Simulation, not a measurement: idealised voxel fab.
The following process module bears the name voxel double patterning.
Square cells of 5 nm make up the cross-section cut, whose width is 175 nm.
Cross-section = grid of square cells, listed top down in bands; band = one or more rows. Band: top height; bottom height; in nm. Then, left to right: material with width in nm, for each material. "edge to edge": a single material spanning edge to edge. "empty": empty space. Height 0 is the level under which the wafer as received is all one material. The lowest band goes on downwards, as in "from 0 down". So if you see something like "30..40" for the width, read it as the top row of the band sitting at the first number and the bottom row at the second, with every row in between moving by the same amount as the last. For the purposes of this document, the phrase "identical to before" attached to a step denotes that no cell within the cross-section was modified by that step. "Closed internal cavities": empty spaces of 8 cells or more with no open way to the top, each given as width x height at distance, distance from the left edge, all in nm. Text after the settings on a step's line: the simulator's own remark on that step. overlay nm: how far to the right of its planned place the mask lay on this masked step (negative: to the left).
### Process steps foreseen in the plan
| 1 | RECEIVE,material Si |
| 2 | CONFORMAL_DEP,material SiO2,thk nm 10 |
| 3 | DIRECTIONAL_DEP,material W,thk nm 10 |
| 4 | DIRECTIONAL_DEP,material SiCN,thk nm 5 |
| 5 | DIRECTIONAL_DEP,material aC,thk nm 10 |
| 6 | PATTERN,tone open,mask id FIRST,material resist,width nm 15,pitch nm 50,thk nm 25,overlay nm 0 |
| 7 | DIRECTIONAL_ETCH,etch materials aC,depth nm 10 |
| 8 | STRIP,etch materials resist |
| 9 | DIRECTIONAL_ETCH,etch materials SiCN,depth nm 5 |
| 10 | STRIP,etch materials aC |
| 11 | PATTERN,tone open,mask id SECOND,material resist,width nm 15,pitch nm 50,thk nm 15,overlay nm 0 |
| 12 | DIRECTIONAL_ETCH,etch materials SiCN,depth nm 5 |
| 13 | STRIP,etch materials resist |
| 14 | DIRECTIONAL_ETCH,etch materials W,depth nm 10 |
| 15 | STRIP,etch materials SiCN |
### Cross-section of the wafer as it came to us, i.e., already through step 1
* from 0 down | Si edge to edge
* Closed internal cavities: none
### What the wafer looks like in cross-section after this module, when it starts as shown above and follows the plan above but one mistake is made in running it
* from 25 to 15 | W 30; empty 15; W 10; empty 15; W 10; empty 15; W 10; empty 15; W 10; empty 15; W 30
* from 15 to 10 | W edge to edge
* from 10 to 0 | SiO2 edge to edge
* from 0 down | Si edge to edge
* Closed internal cavities: none
The mistake made against the process plan was this: step 3 changed vs plan, executed as DIRECTIONAL_DEP,material W,thk nm 15
